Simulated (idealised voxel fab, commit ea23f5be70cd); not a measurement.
Process module name: voxel wiring stack
Square cell edge 5 nm, section width 190 nm, ID cut.
Throughout this document, each cross-section is represented as a grid of square cells and is presented as a sequence of bands enumerated from the top downward, where a band comprises one or more rows of cells. For a band, the entry starts with two heights in nm, that of the top and then that of the bottom, and carries on with the band's materials in order from left to right, each alongside its width in nm; the word "edge to edge" beside a single material means it fills the band edge to edge, and "air" means empty space. Measure heights from 0. That's the level where, below it, the as-received wafer is all one material. The lowest band is bottomless and extends downward; write it as in "0 and below". Width "30 to 40": first value at the band's top row of cells, second value at its bottom row, equal change from row to row. When a step is marked "nothing was modified", none of the cells in the cross-section changed during that step. In the "Sealed internal voids" entry, you get each enclosed empty space of 8 cells or more, one with no open way to the top, written width x height at distance, distance from the left edge, in nm. It should be noted that, on the line of a given step, the content following the step's settings is a remark produced by the simulator itself with respect to that step. overlay nm: how far to the right of its planned place the mask lay on this masked step (negative: to the left).

Plan:
step 1: op RECEIVE | material Si
step 2: op CONFORMAL_DEP | material SiO2 | thk nm 10
step 3: op DIRECTIONAL_DEP | material TiN | thk nm 5
step 4: op DIRECTIONAL_DEP | material Ru | thk nm 20
step 5: op PATTERN | tone cover | mask id METAL_1 | material resist | width nm 20 | pitch nm 45 | thk nm 20 | overlay nm 0
step 6: op DIRECTIONAL_ETCH | etch materials Ru | depth nm 20
step 7: op DIRECTIONAL_ETCH | etch materials TiN | depth nm 5
step 8: op STRIP | etch materials resist
step 9: op CONFORMAL_DEP | material SiN | thk nm 5
step 10: op FILL_DEP | material SiO2 | thk nm 5
step 11: op CMP | height nm 35
step 12: op CONFORMAL_DEP | material SiCN | thk nm 5
step 13: op DIRECTIONAL_DEP | material lowk | thk nm 35
step 14: op DIRECTIONAL_DEP | material aC | thk nm 10
step 15: op PATTERN | tone open | mask id METAL_2 | material resist | width nm 20 | pitch nm 45 | thk nm 25 | overlay nm 0
step 16: op DIRECTIONAL_ETCH | etch materials aC | depth nm 5
step 17: op STRIP | etch materials resist
step 18: op DIRECTIONAL_ETCH | etch materials lowk | depth nm 20
step 19: op STRIP | etch materials aC
step 20: op MASKED_ETCH | tone open | mask id METAL_2_HOLES | width nm 15 | pitch nm 45 | etch materials lowk | depth nm 15 | overlay nm 0
step 21: op MASKED_ETCH | tone open | mask id METAL_2_HOLES | width nm 15 | pitch nm 45 | etch materials SiCN | depth nm 5 | overlay nm 0
step 22: op CONFORMAL_DEP | material TiN | thk nm 5
step 23: op FILL_DEP | material Cu | thk nm 5
step 24: op CMP | height nm 75
step 25: op CONFORMAL_DEP | material SiN | thk nm 5
Wafer-to-wafer difference: depth nm, step 16. Common start. Plan = first wafer's value.

Cross-section of the first incoming wafer of several, state after step 1:
  0 and below  Si edge to edge
  Sealed internal voids: none

Below is a per-wafer table. In it, each row describes the wafer at the end of the module by giving, for each material, the number of cells gained (+) or lost (-) since the wafer was received, and after that the closed voids of the wafer:
depth nm 5; +4 Cu; +32 Ru; +38 SiCN; +84 SiN; +180 SiO2; +22 TiN; +248 lowk; Sealed internal voids: none
depth nm 10; +20 Cu; +32 Ru; +32 SiCN; +84 SiN; +180 SiO2; +44 TiN; +216 lowk; Sealed internal voids: none
depth nm 15; +20 Cu; +32 Ru; +32 SiCN; +84 SiN; +180 SiO2; +44 TiN; +216 lowk; Sealed internal voids: none
depth nm 20; +20 Cu; +32 Ru; +32 SiCN; +84 SiN; +180 SiO2; +44 TiN; +216 lowk; Sealed internal voids: none
depth nm 25; +20 Cu; +32 Ru; +32 SiCN; +84 SiN; +180 SiO2; +44 TiN; +216 lowk; Sealed internal voids: none
